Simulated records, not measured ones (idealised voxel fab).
Process module in this document: voxel double patterning
230 nm wide, 5 nm square cells: that's cross-section cut.
A cross-section is a grid of square cells, given in bands from the top down. A band is one or more rows of cells. What a band's entry tells you: where the top is and where the bottom is, as heights in nm, and after that what lies inside, material by material from left to right, each with its width in nm. Empty space is written as the word "empty", and a single material marked with the word "everywhere" occupies the band from edge to edge. Below 0: as-received wafer, all one material; heights counted from there. Lowest band: no bottom, goes on down, written "from 0 down". Graded width ("30..40"): value in top row of band = first number; value in bottom row = second number; row-to-row change constant. What does "nothing was modified" mean for a step? It means no cell of the cross-section changed in that step. Closed-off voids of 8+ cells (no open route to the top) go in "Listed closed voids", written width x height at distance from the left edge, in nm. Whatever follows a step's settings on its line is a remark the simulator itself makes about that step. For masked steps, "overlay nm" on the step line gives how far right of plan the mask actually lay; a minus sign means it lay to the left.
**Planned process steps**
1 RECEIVE (material Si)
2 CONFORMAL_DEP (material SiO2; thk nm 5)
3 DIRECTIONAL_DEP (material TiN; thk nm 20)
4 DIRECTIONAL_DEP (material SiCN; thk nm 10)
5 MASKED_ETCH (tone open; mask id FIRST; width nm 15; pitch nm 50; etch materials SiCN; depth nm 10; overlay nm 0)
6 DIRECTIONAL_DEP (material aC; thk nm 10)
7 PATTERN (tone open; mask id SECOND; material resist; width nm 15; pitch nm 50; thk nm 25; overlay nm 0)
8 DIRECTIONAL_ETCH (etch materials aC; depth nm 10)
9 STRIP (etch materials resist)
10 DIRECTIONAL_ETCH (etch materials SiCN; depth nm 10)
11 STRIP (etch materials aC)
12 DIRECTIONAL_ETCH (etch materials TiN; depth nm 20)
13 STRIP (etch materials SiCN)
**Cross-section of the wafer as it came to us, i.e., already through step 1**
from 0 down  Si everywhere
Listed closed voids: none
**The plan above was carried out on the starting structure above with one mistake, and this cross-section shows the wafer at the end of the module**
from 30 to 10  55 nm TiN; 15 nm empty; 10 nm TiN; 15 nm empty; 10 nm TiN; 15 nm empty; 10 nm TiN; 15 nm empty; 10 nm TiN; 15 nm empty; 60 nm TiN
from 10 to 5  TiN everywhere
from 5 to 0  SiO2 everywhere
from 0 down  Si everywhere
Listed closed voids: none
Plan not followed: step 3 ran with different settings than intended, the actual operation and settings being DIRECTIONAL_DEP (material TiN; thk nm 25)
